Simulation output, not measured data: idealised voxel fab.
Process module heading - voxel transistor to metal
Displayed cross-section: cut, width of 150 nm, square cells sized 5 nm.
Think of the cross-section as a grid of square cells. We describe it in bands, top to bottom, and each band covers one or more rows of those cells.
Basically the band line says how high the top is and how high the bottom is, in nm, and then what's in it from left to right, every material with its width in nm. Empty space shows up as "empty", and if a single material carries "throughout" it runs the full band edge to edge.
A quick word on heights: they are counted from 0, and under that level the wafer as it came to us is one material throughout. The lowest band is different from the rest in having no bottom; it simply continues downward, written as in "0 and below".
Graded width ("30->40"): value in top row of band = first number; value in bottom row = second number; row-to-row change constant.
Any step labelled "stayed the same" changed none of the cells in the cross-section.
Under "Fully sealed cavities" you'll find the enclosed gaps, the ones with no way out to the top, that are 8 cells or bigger; each reads width x height at distance, with distance counted from the left edge, everything in nm.
Text after the settings on a step's line: the simulator's own remark on that step.
overlay nm: how far to the right of its planned place the mask lay on this masked step (negative: to the left).
Note on reading: below, each pair holds a cross-section from before one process step and one from after it; the one from after shows only down to the lowest band that changed. Beneath the pair, the step in between is stated along with its settings. The pairs can stem from different runs of this module on the same starting wafer. Where a pair's entry headed "Before processing" says so, and only there, that pair continues from the pair above it.
Before processing
    25 down to 20 = 45 of empty  15 of HfO2  25 of empty  15 of HfO2  50 of empty
    20 down to 15 = 50 of HfO2  5 of SiN  5 of HfO2  25 of empty  5 of HfO2  5 of SiN  55 of HfO2
    15 down to 10 = 50 of SiO2  5 of SiN  5 of HfO2  25 of empty  5 of HfO2  5 of SiN  55 of SiO2
    10 down to 5 = 40 of SiO2  10 of SiGe  5 of SiN  5 of HfO2  25 of empty  5 of HfO2  5 of SiN  10 of SiGe  45 of SiO2
    5 down to 0 = 10 of SiO2  5 of SiN  35 of SiGe  45 of HfO2  35 of SiGe  5 of SiN  15 of SiO2
    0 down to -5 = 20 of SiO2  30 of SiGe  45 of Si  30 of SiGe  25 of SiO2
    -5 down to -15 = 15 of SiO2  115 of Si  20 of SiO2
    -15 and below = Si throughout
    Fully sealed cavities: none
Post-Process Section
    30 down to 25 = 40 of empty  25 of TiN  15 of empty  25 of TiN  45 of empty
    25 down to 20 = 45 of TiN  15 of HfO2  5 of TiN  15 of empty  5 of TiN  15 of HfO2  50 of TiN
    20 down to 15 = 50 of HfO2  5 of SiN  5 of HfO2  5 of TiN  15 of empty  5 of TiN  5 of HfO2  5 of SiN  55 of HfO2
    15 down to 10 = 50 of SiO2  5 of SiN  5 of HfO2  5 of TiN  15 of empty  5 of TiN  5 of HfO2  5 of SiN  55 of SiO2
    10 down to 5 = 40 of SiO2  10 of SiGe  5 of SiN  5 of HfO2  25 of TiN  5 of HfO2  5 of SiN  10 of SiGe  45 of SiO2
    Anything lower than 5 is untouched.
    Fully sealed cavities: none
The process step separating the two cross-sections depicted above is as follows: CONFORMAL_DEP (material TiN; thk nm 5)
Before processing: this step begins from the cross-section that the pair just above shows after its step.
Post-Process Section
    35 down to 30 = W throughout
    30 down to 25 = 40 of W  25 of TiN  15 of W  25 of TiN  45 of W
    25 down to 20 = 45 of TiN  15 of HfO2  5 of TiN  15 of W  5 of TiN  15 of HfO2  50 of TiN
    20 down to 15 = 50 of HfO2  5 of SiN  5 of HfO2  5 of TiN  15 of W  5 of TiN  5 of HfO2  5 of SiN  55 of HfO2
    15 down to 10 = 50 of SiO2  5 of SiN  5 of HfO2  5 of TiN  15 of W  5 of TiN  5 of HfO2  5 of SiN  55 of SiO2
    Anything lower than 10 is untouched.
    Fully sealed cavities: none
The process step separating the two cross-sections depicted above is as follows: FILL_DEP (material W; thk nm 5)
Before processing: this step begins from the cross-section that the pair just above shows after its step.
Post-Process Section
    15 down to 10 = 50 of SiO2  5 of SiN  5 of HfO2  5 of TiN  15 of W  5 of TiN  5 of HfO2  5 of SiN  55 of SiO2
    Anything lower than 10 is untouched.
    Fully sealed cavities: none
The process step separating the two cross-sections depicted above is as follows: CMP (height nm 15)
Before processing: this step begins from the cross-section that the pair just above shows after its step.
Post-Process Section
    25 down to 15 = SiO2 throughout
    Anything lower than 15 is untouched.
    Fully sealed cavities: none
The process step separating the two cross-sections depicted above is as follows: DIRECTIONAL_DEP (material SiO2; thk nm 10)
Before processing: this step begins from the cross-section that the pair just above shows after its step.
Post-Process Section
    45 down to 25 = 20 of resist  15 of empty  75 of resist  15 of empty  25 of resist
    Anything lower than 25 is untouched.
    Fully sealed cavities: none
The process step separating the two cross-sections depicted above is as follows: PATTERN (tone open; mask id CONTACT; material resist; width nm 15; pitch nm 90; thk nm 20; overlay nm 0)
Before processing: this step begins from the cross-section that the pair just above shows after its step.
Post-Process Section
    45 down to 25 = 20 of resist  15 of empty  75 of resist  15 of empty  25 of resist
    25 down to 15 = 20 of SiO2  15 of empty  75 of SiO2  15 of empty  25 of SiO2
    15 down to 10 = 20 of SiO2  15 of empty  15 of SiO2  5 of SiN  5 of HfO2  5 of TiN  15 of W  5 of TiN  5 of HfO2  5 of SiN  15 of SiO2  15 of empty  25 of SiO2
    10 down to 5 = 20 of SiO2  15 of empty  5 of SiO2  10 of SiGe  5 of SiN  5 of HfO2  25 of TiN  5 of HfO2  5 of SiN  10 of SiGe  5 of SiO2  15 of empty  25 of SiO2
    Anything lower than 5 is untouched.
    Fully sealed cavities: none
The process step separating the two cross-sections depicted above is as follows: DIRECTIONAL_ETCH (etch materials SiO2; depth nm 25)
Before processing: this step begins from the cross-section that the pair just above shows after its step.
Post-Process Section
    25 down to 15 = 20 of SiO2  15 of empty  75 of SiO2  15 of empty  25 of SiO2
    Anything lower than 15 is untouched.
    Fully sealed cavities: none
The process step separating the two cross-sections depicted above is as follows: STRIP (etch materials resist)
Before processing: this step begins from the cross-section that the pair just above shows after its step.
Post-Process Section
    30 down to 25 = 25 of TiN  5 of empty  85 of TiN  5 of empty  30 of TiN
    25 down to 15 = 20 of SiO2  5 of TiN  5 of empty  5 of TiN  75 of SiO2  5 of TiN  5 of empty  5 of TiN  25 of SiO2
    15 down to 10 = 20 of SiO2  5 of TiN  5 of empty  5 of TiN  15 of SiO2  5 of SiN  5 of HfO2  5 of TiN  15 of W  5 of TiN  5 of HfO2  5 of SiN  15 of SiO2  5 of TiN  5 of empty  5 of TiN  25 of SiO2
    10 down to 5 = 20 of SiO2  15 of TiN  5 of SiO2  10 of SiGe  5 of SiN  5 of HfO2  25 of TiN  5 of HfO2  5 of SiN  10 of SiGe  5 of SiO2  15 of TiN  25 of SiO2
    Anything lower than 5 is untouched.
    Fully sealed cavities: none
The process step separating the two cross-sections depicted above is as follows: CONFORMAL_DEP (material TiN; thk nm 5)
Before processing: this step begins from the cross-section that the pair just above shows after its step.
Post-Process Section
    35 down to 30 = W throughout
    30 down to 25 = 25 of TiN  5 of W  85 of TiN  5 of W  30 of TiN
    25 down to 15 = 20 of SiO2  5 of TiN  5 of W  5 of TiN  75 of SiO2  5 of TiN  5 of W  5 of TiN  25 of SiO2
    15 down to 10 = 20 of SiO2  5 of TiN  5 of W  5 of TiN  15 of SiO2  5 of SiN  5 of HfO2  5 of TiN  15 of W  5 of TiN  5 of HfO2  5 of SiN  15 of SiO2  5 of TiN  5 of W  5 of TiN  25 of SiO2
    Anything lower than 10 is untouched.
    Fully sealed cavities: none
The process step separating the two cross-sections depicted above is as follows: FILL_DEP (material W; thk nm 5)
Before processing: this step begins from the cross-section that the pair just above shows after its step.
Post-Process Section
    25 down to 15 = 20 of SiO2  5 of TiN  5 of W  5 of TiN  75 of SiO2  5 of TiN  5 of W  5 of TiN  25 of SiO2
    Anything lower than 15 is untouched.
    Fully sealed cavities: none
The process step separating the two cross-sections depicted above is as follows: CMP (height nm 25)
Before processing: this step begins from the cross-section that the pair just above shows after its step.
Post-Process Section
    30 down to 25 = SiCN throughout
    Anything lower than 25 is untouched.
    Fully sealed cavities: none
The process step separating the two cross-sections depicted above is as follows: CONFORMAL_DEP (material SiCN; thk nm 5)
Before processing: this step begins from the cross-section that the pair just above shows after its step.
Post-Process Section
    50 down to 30 = lowk throughout
    Anything lower than 30 is untouched.
    Fully sealed cavities: none
The process step separating the two cross-sections depicted above is as follows: DIRECTIONAL_DEP (material lowk; thk nm 20)
Before processing: this step begins from the cross-section that the pair just above shows after its step.
Post-Process Section
    65 down to 50 = 20 of resist  15 of empty  75 of resist  15 of empty  25 of resist
    Anything lower than 50 is untouched.
    Fully sealed cavities: none
The process step separating the two cross-sections depicted above is as follows: PATTERN (tone open; mask id METAL_1; material resist; width nm 15; pitch nm 90; thk nm 15; overlay nm 0)
Before processing: this step begins from the cross-section that the pair just above shows after its step.
Post-Process Section
    65 down to 50 = 20 of resist  15 of empty  75 of resist  15 of empty  25 of resist
    50 down to 30 = 20 of lowk  15 of empty  75 of lowk  15 of empty  25 of lowk
    Anything lower than 30 is untouched.
    Fully sealed cavities: none
The process step separating the two cross-sections depicted above is as follows: DIRECTIONAL_ETCH (etch materials lowk; depth nm 20)
Before processing: this step begins from the cross-section that the pair just above shows after its step.
Post-Process Section
    65 down to 50 = 20 of resist  15 of empty  75 of resist  15 of empty  25 of resist
    50 down to 30 = 20 of lowk  15 of empty  75 of lowk  15 of empty  25 of lowk
    30 down to 25 = 20 of SiCN  15 of empty  75 of SiCN  15 of empty  25 of SiCN
    Anything lower than 25 is untouched.
    Fully sealed cavities: none
The process step separating the two cross-sections depicted above is as follows: DIRECTIONAL_ETCH (etch materials SiCN; depth nm 5)
Before processing: this step begins from the cross-section that the pair just above shows after its step.
Post-Process Section
    50 down to 30 = 20 of lowk  15 of empty  75 of lowk  15 of empty  25 of lowk
    Anything lower than 30 is untouched.
    Fully sealed cavities: none
The process step separating the two cross-sections depicted above is as follows: STRIP (etch materials resist)
Before processing: this step begins from the cross-section that the pair just above shows after its step.
Post-Process Section
    55 down to 50 = 25 of TiN  5 of empty  85 of TiN  5 of empty  30 of TiN
    50 down to 30 = 20 of lowk  5 of TiN  5 of empty  5 of TiN  75 of lowk  5 of TiN  5 of empty  5 of TiN  25 of lowk
    30 down to 25 = 20 of SiCN  15 of TiN  75 of SiCN  15 of TiN  25 of SiCN
    Anything lower than 25 is untouched.
    Fully sealed cavities: none
The process step separating the two cross-sections depicted above is as follows: CONFORMAL_DEP (material TiN; thk nm 5)
Before processing: this step begins from the cross-section that the pair just above shows after its step.
Post-Process Section
    60 down to 55 = Ru throughout
    55 down to 50 = 25 of TiN  5 of Ru  85 of TiN  5 of Ru  30 of TiN
    50 down to 30 = 20 of lowk  5 of TiN  5 of Ru  5 of TiN  75 of lowk  5 of TiN  5 of Ru  5 of TiN  25 of lowk
    Anything lower than 30 is untouched.
    Fully sealed cavities: none
The process step separating the two cross-sections depicted above is as follows: FILL_DEP (material Ru; thk nm 5)
Before processing: this step begins from the cross-section that the pair just above shows after its step.
Post-Process Section
    50 down to 30 = 20 of lowk  5 of TiN  5 of Ru  5 of TiN  75 of lowk  5 of TiN  5 of Ru  5 of TiN  25 of lowk
    Anything lower than 30 is untouched.
    Fully sealed cavities: none
The process step separating the two cross-sections depicted above is as follows: CMP (height nm 50)
Before processing: this step begins from the cross-section that the pair just above shows after its step.
Post-Process Section
    55 down to 50 = 15 of empty  25 of Ru  65 of empty  25 of Ru  20 of empty
    Anything lower than 50 is untouched.
    Fully sealed cavities: none
The process step separating the two cross-sections depicted above is as follows: EPI (material Ru; thk nm 5)
Before processing: this step begins from the cross-section that the pair just above shows after its step.
Post-Process Section
    60 down to 55 = SiCN throughout
    55 down to 50 = 15 of SiCN  25 of Ru  65 of SiCN  25 of Ru  20 of SiCN
    Anything lower than 50 is untouched.
    Fully sealed cavities: none
The process step separating the two cross-sections depicted above is as follows: FILL_DEP (material SiCN; thk nm 5)
Before processing
    15 down to 5 = SiN throughout
    5 down to 0 = SiO2 throughout
    0 and below = Si throughout
    Fully sealed cavities: none
Post-Process Section
    30 down to 15 = 15 of resist  115 of empty  20 of resist
    Anything lower than 15 is untouched.
    Fully sealed cavities: none
The process step separating the two cross-sections depicted above is as follows: PATTERN (tone open; mask id ACTIVE; material resist; width nm 115; thk nm 15; overlay nm 0)
Before processing: this step begins from the cross-section that the pair just above shows after its step.
Post-Process Section
    30 down to 15 = 15 of resist  115 of empty  20 of resist
    15 down to 5 = 15 of SiN  115 of empty  20 of SiN
    Anything lower than 5 is untouched.
    Fully sealed cavities: none
The process step separating the two cross-sections depicted above is as follows: DIRECTIONAL_ETCH (etch materials SiN; depth nm 10)
Before processing: this step begins from the cross-section that the pair just above shows after its step.
Post-Process Section
    30 down to 15 = 15 of resist  115 of empty  20 of resist
    15 down to 5 = 15 of SiN  115 of empty  20 of SiN
    5 down to 0 = 15 of SiO2  115 of empty  20 of SiO2
    Anything lower than 0 is untouched.
    Fully sealed cavities: none
The process step separating the two cross-sections depicted above is as follows: DIRECTIONAL_ETCH (etch materials SiO2; depth nm 5)
Before processing: this step begins from the cross-section that the pair just above shows after its step.
Post-Process Section
    30 down to 15 = 15 of resist  115 of empty  20 of resist
    15 down to 5 = 15 of SiN  115 of empty  20 of SiN
    5 down to 0 = 15 of SiO2  115 of empty  20 of SiO2
    0 down to -20 = 15 of Si  115 of empty  20 of Si
    Anything lower than -20 is untouched.
    Fully sealed cavities: none
The process step separating the two cross-sections depicted above is as follows: DIRECTIONAL_ETCH (etch materials Si; depth nm 20)
Before processing: this step begins from the cross-section that the pair just above shows after its step.
Post-Process Section
    15 down to 5 = 15 of SiN  115 of empty  20 of SiN
    Anything lower than 5 is untouched.
    Fully sealed cavities: none
The process step separating the two cross-sections depicted above is as follows: STRIP (etch materials resist)
Before processing: this step begins from the cross-section that the pair just above shows after its step.
Post-Process Section
    30 down to 15 = SiO2 throughout
    15 down to 5 = 15 of SiN  115 of SiO2  20 of SiN
    5 down to 0 = SiO2 throughout
    0 down to -20 = 15 of Si  115 of SiO2  20 of Si
    Anything lower than -20 is untouched.
    Fully sealed cavities: none
The process step separating the two cross-sections depicted above is as follows: FILL_DEP (material SiO2; thk nm 15)
Before processing: this step begins from the cross-section that the pair just above shows after its step.
Post-Process Section
    15 down to 5 = 15 of SiN  115 of SiO2  20 of SiN
    Anything lower than 5 is untouched.
    Fully sealed cavities: none
The process step separating the two cross-sections depicted above is as follows: CMP (height nm 15)
Before processing: this step begins from the cross-section that the pair just above shows after its step.
Post-Process Section
    15 down to 5 = 15 of SiN  115 of empty  20 of SiN
    Anything lower than 5 is untouched.
    Fully sealed cavities: none
The process step separating the two cross-sections depicted above is as follows: SELECTIVE_ETCH (etch materials SiO2; depth nm 10)
Before processing: this step begins from the cross-section that the pair just above shows after its step.
Post-Process Section
    5 down to 0 = SiO2 throughout
    Anything lower than 0 is untouched.
    Fully sealed cavities: none
The process step separating the two cross-sections depicted above is as follows: STRIP (etch materials SiN)
Before processing: this step begins from the cross-section that the pair just above shows after its step.
Post-Process Section
    0 down to -20 = 15 of Si  115 of SiO2  20 of Si
    Anything lower than -20 is untouched.
    Fully sealed cavities: none
The process step separating the two cross-sections depicted above is as follows: SELECTIVE_ETCH (etch materials SiO2; depth nm 5)
Before processing: this step begins from the cross-section that the pair just above shows after its step.
Post-Process Section
    0 down to -5 = SiO2 throughout
    Anything lower than -5 is untouched.
    Fully sealed cavities: none
The process step separating the two cross-sections depicted above is as follows: OXIDIZE (depth nm 5)
Before processing: this step begins from the cross-section that the pair just above shows after its step.
Post-Process Section
    20 down to 0 = polySi throughout
    Anything lower than 0 is untouched.
    Fully sealed cavities: none
The process step separating the two cross-sections depicted above is as follows: DIRECTIONAL_DEP (material polySi; thk nm 20)
Before processing: this step begins from the cross-section that the pair just above shows after its step.
Post-Process Section
    30 down to 20 = SiCN throughout
    Anything lower than 20 is untouched.
    Fully sealed cavities: none
The process step separating the two cross-sections depicted above is as follows: DIRECTIONAL_DEP (material SiCN; thk nm 10)
Before processing: this step begins from the cross-section that the pair just above shows after its step.
Post-Process Section
    40 down to 30 = aC throughout
    Anything lower than 30 is untouched.
    Fully sealed cavities: none
The process step separating the two cross-sections depicted above is as follows: DIRECTIONAL_DEP (material aC; thk nm 10)
Before processing: this step begins from the cross-section that the pair just above shows after its step.
Post-Process Section
    70 down to 40 = 55 of empty  35 of resist  60 of empty
    Anything lower than 40 is untouched.
    Fully sealed cavities: none
The process step separating the two cross-sections depicted above is as follows: PATTERN (tone cover; mask id GATE; material resist; width nm 35; thk nm 30; overlay nm 0)
Before processing: this step begins from the cross-section that the pair just above shows after its step.
Post-Process Section
    60 down to 40 = 55 of empty  35 of resist  60 of empty
    40 down to 30 = 55 of empty  35 of aC  60 of empty
    Anything lower than 30 is untouched.
    Fully sealed cavities: none
The process step separating the two cross-sections depicted above is as follows: DIRECTIONAL_ETCH (etch materials aC; depth nm 10)
Before processing: this step begins from the cross-section that the pair just above shows after its step.
Post-Process Section
    40 down to 30 = 55 of empty  35 of aC  60 of empty
    Anything lower than 30 is untouched.
    Fully sealed cavities: none
The process step separating the two cross-sections depicted above is as follows: STRIP (etch materials resist)
Before processing: this step begins from the cross-section that the pair just above shows after its step.
Post-Process Section
    40 down to 30 = 55 of empty  35 of aC  60 of empty
    30 down to 20 = 55 of empty  35 of SiCN  60 of empty
    Anything lower than 20 is untouched.
    Fully sealed cavities: none
The process step separating the two cross-sections depicted above is as follows: DIRECTIONAL_ETCH (etch materials SiCN; depth nm 20)
Before processing: this step begins from the cross-section that the pair just above shows after its step.
Post-Process Section
    40 down to 30 = 55 of empty  35 of aC  60 of empty
    30 down to 20 = 55 of empty  35 of SiCN  60 of empty
    20 down to 0 = 55 of empty  35 of polySi  60 of empty
    Anything lower than 0 is untouched.
    Fully sealed cavities: none
The process step separating the two cross-sections depicted above is as follows: DIRECTIONAL_ETCH (etch materials polySi; depth nm 30)
Before processing: this step begins from the cross-section that the pair just above shows after its step.
Post-Process Section
    30 down to 20 = 55 of empty  35 of SiCN  60 of empty
    Anything lower than 20 is untouched.
    Fully sealed cavities: none
The process step separating the two cross-sections depicted above is as follows: STRIP (etch materials aC)
Before processing: this step begins from the cross-section that the pair just above shows after its step.
Post-Process Section
    35 down to 30 = 50 of empty  45 of SiN  55 of empty
    30 down to 20 = 50 of empty  5 of SiN  35 of SiCN  5 of SiN  55 of empty
    20 down to 5 = 50 of empty  5 of SiN  35 of polySi  5 of SiN  55 of empty
    5 down to 0 = 55 of SiN  35 of polySi  60 of SiN
    Anything lower than 0 is untouched.
    Fully sealed cavities: none
The process step separating the two cross-sections depicted above is as follows: CONFORMAL_DEP (material SiN; thk nm 5)
Before processing: this step begins from the cross-section that the pair just above shows after its step.
Post-Process Section
    30 down to 20 = 50 of empty  5 of SiN  35 of SiCN  5 of SiN  55 of empty
    20 down to 0 = 50 of empty  5 of SiN  35 of polySi  5 of SiN  55 of empty
    Anything lower than 0 is untouched.
    Fully sealed cavities: none
The process step separating the two cross-sections depicted above is as follows: DIRECTIONAL_ETCH (etch materials SiN; depth nm 5)
Before processing: this step begins from the cross-section that the pair just above shows after its step.
Post-Process Section
    30 down to 20 = 50 of empty  5 of SiN  35 of SiCN  5 of SiN  55 of empty
    20 down to 0 = 50 of empty  5 of SiN  35 of polySi  5 of SiN  55 of empty
    0 down to -5 = 50 of empty  45 of SiO2  55 of empty
    Anything lower than -5 is untouched.
    Fully sealed cavities: none
The process step separating the two cross-sections depicted above is as follows: DIRECTIONAL_ETCH (etch materials SiO2; depth nm 5)
Before processing: this step begins from the cross-section that the pair just above shows after its step.
Post-Process Section
    30 down to 20 = 50 of empty  5 of SiN  35 of SiCN  5 of SiN  55 of empty
    20 down to 0 = 50 of empty  5 of SiN  35 of polySi  5 of SiN  55 of empty
    0 down to -10 = 50->15 of empty  45->115 of SiO2  55->20 of empty
    Anything lower than -10 is untouched.
    Fully sealed cavities: none
The process step separating the two cross-sections depicted above is as follows: DIRECTIONAL_ETCH (etch materials Si; depth nm 5)
Before processing: this step begins from the cross-section that the pair just above shows after its step.
Post-Process Section
    30 down to 20 = 50 of empty  5 of SiN  35 of SiCN  5 of SiN  55 of empty
    20 down to 0 = 50 of empty  5 of SiN  35 of polySi  5 of SiN  55 of empty
    0 down to -5 = 20 of SiGe  30 of empty  45 of SiO2  30 of empty  25 of SiGe
    -5 down to -10 = 15 of SiGe  115 of SiO2  20 of SiGe
    Anything lower than -10 is untouched.
    Fully sealed cavities: none
The process step separating the two cross-sections depicted above is as follows: EPI (material SiGe; thk nm 10)
Before processing: this step begins from the cross-section that the pair just above shows after its step.
Post-Process Section
    40 down to 30 = SiO2 throughout
    30 down to 20 = 50 of SiO2  5 of SiN  35 of SiCN  5 of SiN  55 of SiO2
    20 down to 0 = 50 of SiO2  5 of SiN  35 of polySi  5 of SiN  55 of SiO2
    0 down to -10 = 20->15 of SiGe  105->115 of SiO2  25->20 of SiGe
    Anything lower than -10 is untouched.
    Fully sealed cavities: none
The process step separating the two cross-sections depicted above is as follows: FILL_DEP (material SiO2; thk nm 10)
Before processing: this step begins from the cross-section that the pair just above shows after its step.
Post-Process Section
    20 down to 0 = 50 of SiO2  5 of SiN  35 of polySi  5 of SiN  55 of SiO2
    Anything lower than 0 is untouched.
    Fully sealed cavities: none
The process step separating the two cross-sections depicted above is as follows: CMP (height nm 20)
Before processing: this step begins from the cross-section that the pair just above shows after its step.
Post-Process Section
    20 down to 0 = 50 of SiO2  5 of SiN  35 of empty  5 of SiN  55 of SiO2
    Anything lower than 0 is untouched.
    Fully sealed cavities: none
The process step separating the two cross-sections depicted above is as follows: STRIP (etch materials polySi)
Before processing: this step begins from the cross-section that the pair just above shows after its step.
Post-Process Section
    20 down to 15 = 50 of empty  5 of SiN  35 of empty  5 of SiN  55 of empty
    15 down to 0 = 50 of SiO2  5 of SiN  35 of empty  5 of SiN  55 of SiO2
    0 down to -5 = 20 of SiGe  30 of SiO2  45 of empty  30 of SiO2  25 of SiGe
    Anything lower than -5 is untouched.
    Fully sealed cavities: none
The process step separating the two cross-sections depicted above is as follows: SELECTIVE_ETCH (etch materials SiO2; depth nm 5)
Before processing: this step begins from the cross-section that the pair just above shows after its step.
Post-Process Section
    25 down to 20 = 45 of empty  15 of HfO2  25 of empty  15 of HfO2  50 of empty
    20 down to 15 = 50 of HfO2  5 of SiN  5 of HfO2  25 of empty  5 of HfO2  5 of SiN  55 of HfO2
    15 down to 0 = 50 of SiO2  5 of SiN  5 of HfO2  25 of empty  5 of HfO2  5 of SiN  55 of SiO2
    0 down to -5 = 20 of SiGe  30 of SiO2  45 of HfO2  30 of SiO2  25 of SiGe
    Anything lower than -5 is untouched.
    Fully sealed cavities: none
The process step separating the two cross-sections depicted above is as follows: CONFORMAL_DEP (material HfO2; thk nm 5)
Before processing: this step begins from the cross-section that the pair just above shows after its step.
Post-Process Section
    30 down to 25 = 40 of empty  25 of TiN  15 of empty  25 of TiN  45 of empty
    25 down to 20 = 45 of TiN  15 of HfO2  5 of TiN  15 of empty  5 of TiN  15 of HfO2  50 of TiN
    20 down to 15 = 50 of HfO2  5 of SiN  5 of HfO2  5 of TiN  15 of empty  5 of TiN  5 of HfO2  5 of SiN  55 of HfO2
    15 down to 5 = 50 of SiO2  5 of SiN  5 of HfO2  5 of TiN  15 of empty  5 of TiN  5 of HfO2  5 of SiN  55 of SiO2
    5 down to 0 = 50 of SiO2  5 of SiN  5 of HfO2  25 of TiN  5 of HfO2  5 of SiN  55 of SiO2
    Anything lower than 0 is untouched.
    Fully sealed cavities: none
The process step separating the two cross-sections depicted above is as follows: CONFORMAL_DEP (material TiN; thk nm 5)
Before processing: this step begins from the cross-section that the pair just above shows after its step.
Post-Process Section
    35 down to 30 = W throughout
    30 down to 25 = 40 of W  25 of TiN  15 of W  25 of TiN  45 of W
    25 down to 20 = 45 of TiN  15 of HfO2  5 of TiN  15 of W  5 of TiN  15 of HfO2  50 of TiN
    20 down to 15 = 50 of HfO2  5 of SiN  5 of HfO2  5 of TiN  15 of W  5 of TiN  5 of HfO2  5 of SiN  55 of HfO2
    15 down to 5 = 50 of SiO2  5 of SiN  5 of HfO2  5 of TiN  15 of W  5 of TiN  5 of HfO2  5 of SiN  55 of SiO2
    Anything lower than 5 is untouched.
    Fully sealed cavities: none
The process step separating the two cross-sections depicted above is as follows: FILL_DEP (material W; thk nm 5)
Before processing: this step begins from the cross-section that the pair just above shows after its step.
Post-Process Section
    15 down to 5 = 50 of SiO2  5 of SiN  5 of HfO2  5 of TiN  15 of W  5 of TiN  5 of HfO2  5 of SiN  55 of SiO2
    Anything lower than 5 is untouched.
    Fully sealed cavities: none
The process step separating the two cross-sections depicted above is as follows: CMP (height nm 15)
Before processing: this step begins from the cross-section that the pair just above shows after its step.
Post-Process Section
    25 down to 15 = SiO2 throughout
    Anything lower than 15 is untouched.
    Fully sealed cavities: none
The process step separating the two cross-sections depicted above is as follows: DIRECTIONAL_DEP (material SiO2; thk nm 10)
Before processing: this step begins from the cross-section that the pair just above shows after its step.
Post-Process Section
    45 down to 25 = 20 of resist  15 of empty  75 of resist  15 of empty  25 of resist
    Anything lower than 25 is untouched.
    Fully sealed cavities: none
The process step separating the two cross-sections depicted above is as follows: PATTERN (tone open; mask id CONTACT; material resist; width nm 15; pitch nm 90; thk nm 20; overlay nm 0)
Before processing: this step begins from the cross-section that the pair just above shows after its step.
Post-Process Section
    45 down to 25 = 20 of resist  15 of empty  75 of resist  15 of empty  25 of resist
    25 down to 15 = 20 of SiO2  15 of empty  75 of SiO2  15 of empty  25 of SiO2
    15 down to 5 = 20 of SiO2  15 of empty  15 of SiO2  5 of SiN  5 of HfO2  5 of TiN  15 of W  5 of TiN  5 of HfO2  5 of SiN  15 of SiO2  15 of empty  25 of SiO2
    5 down to 0 = 20 of SiO2  15 of empty  15 of SiO2  5 of SiN  5 of HfO2  25 of TiN  5 of HfO2  5 of SiN  15 of SiO2  15 of empty  25 of SiO2
    Anything lower than 0 is untouched.
    Fully sealed cavities: none
The process step separating the two cross-sections depicted above is as follows: DIRECTIONAL_ETCH (etch materials SiO2; depth nm 25)
Before processing: this step begins from the cross-section that the pair just above shows after its step.
Post-Process Section
    25 down to 15 = 20 of SiO2  15 of empty  75 of SiO2  15 of empty  25 of SiO2
    Anything lower than 15 is untouched.
    Fully sealed cavities: none
The process step separating the two cross-sections depicted above is as follows: STRIP (etch materials resist)
Before processing: this step begins from the cross-section that the pair just above shows after its step.
Post-Process Section
    30 down to 25 = 25 of TiN  5 of empty  85 of TiN  5 of empty  30 of TiN
    25 down to 15 = 20 of SiO2  5 of TiN  5 of empty  5 of TiN  75 of SiO2  5 of TiN  5 of empty  5 of TiN  25 of SiO2
    15 down to 5 = 20 of SiO2  5 of TiN  5 of empty  5 of TiN  15 of SiO2  5 of SiN  5 of HfO2  5 of TiN  15 of W  5 of TiN  5 of HfO2  5 of SiN  15 of SiO2  5 of TiN  5 of empty  5 of TiN  25 of SiO2
    5 down to 0 = 20 of SiO2  15 of TiN  15 of SiO2  5 of SiN  5 of HfO2  25 of TiN  5 of HfO2  5 of SiN  15 of SiO2  15 of TiN  25 of SiO2
    Anything lower than 0 is untouched.
    Fully sealed cavities: none
The process step separating the two cross-sections depicted above is as follows: CONFORMAL_DEP (material TiN; thk nm 5)
Before processing: this step begins from the cross-section that the pair just above shows after its step.
Post-Process Section
    35 down to 30 = W throughout
    30 down to 25 = 25 of TiN  5 of W  85 of TiN  5 of W  30 of TiN
    25 down to 15 = 20 of SiO2  5 of TiN  5 of W  5 of TiN  75 of SiO2  5 of TiN  5 of W  5 of TiN  25 of SiO2
    15 down to 5 = 20 of SiO2  5 of TiN  5 of W  5 of TiN  15 of SiO2  5 of SiN  5 of HfO2  5 of TiN  15 of W  5 of TiN  5 of HfO2  5 of SiN  15 of SiO2  5 of TiN  5 of W  5 of TiN  25 of SiO2
    Anything lower than 5 is untouched.
    Fully sealed cavities: none
The process step separating the two cross-sections depicted above is as follows: FILL_DEP (material W; thk nm 5)
Before processing: this step begins from the cross-section that the pair just above shows after its step.
Post-Process Section
    25 down to 15 = 20 of SiO2  5 of TiN  5 of W  5 of TiN  75 of SiO2  5 of TiN  5 of W  5 of TiN  25 of SiO2
    Anything lower than 15 is untouched.
    Fully sealed cavities: none
The process step separating the two cross-sections depicted above is as follows: CMP (height nm 25)
Before processing: this step begins from the cross-section that the pair just above shows after its step.
Post-Process Section
    30 down to 25 = SiCN throughout
    Anything lower than 25 is untouched.
    Fully sealed cavities: none
The process step separating the two cross-sections depicted above is as follows: CONFORMAL_DEP (material SiCN; thk nm 5)
Before processing: this step begins from the cross-section that the pair just above shows after its step.
Post-Process Section
    50 down to 30 = lowk throughout
    Anything lower than 30 is untouched.
    Fully sealed cavities: none
The process step separating the two cross-sections depicted above is as follows: DIRECTIONAL_DEP (material lowk; thk nm 20)
Before processing: this step begins from the cross-section that the pair just above shows after its step.
Post-Process Section
    65 down to 50 = 20 of resist  15 of empty  75 of resist  15 of empty  25 of resist
    Anything lower than 50 is untouched.
    Fully sealed cavities: none
The process step separating the two cross-sections depicted above is as follows: PATTERN (tone open; mask id METAL_1; material resist; width nm 15; pitch nm 90; thk nm 15; overlay nm 0)
Before processing: this step begins from the cross-section that the pair just above shows after its step.
Post-Process Section
    65 down to 50 = 20 of resist  15 of empty  75 of resist  15 of empty  25 of resist
    50 down to 30 = 20 of lowk  15 of empty  75 of lowk  15 of empty  25 of lowk
    Anything lower than 30 is untouched.
    Fully sealed cavities: none
The process step separating the two cross-sections depicted above is as follows: DIRECTIONAL_ETCH (etch materials lowk; depth nm 20)
Before processing: this step begins from the cross-section that the pair just above shows after its step.
Post-Process Section
    65 down to 50 = 20 of resist  15 of empty  75 of resist  15 of empty  25 of resist
    50 down to 30 = 20 of lowk  15 of empty  75 of lowk  15 of empty  25 of lowk
    30 down to 25 = 20 of SiCN  15 of empty  75 of SiCN  15 of empty  25 of SiCN
    Anything lower than 25 is untouched.
    Fully sealed cavities: none
The process step separating the two cross-sections depicted above is as follows: DIRECTIONAL_ETCH (etch materials SiCN; depth nm 5)
Before processing: this step begins from the cross-section that the pair just above shows after its step.
Post-Process Section
    50 down to 30 = 20 of lowk  15 of empty  75 of lowk  15 of empty  25 of lowk
    Anything lower than 30 is untouched.
    Fully sealed cavities: none
The process step separating the two cross-sections depicted above is as follows: STRIP (etch materials resist)
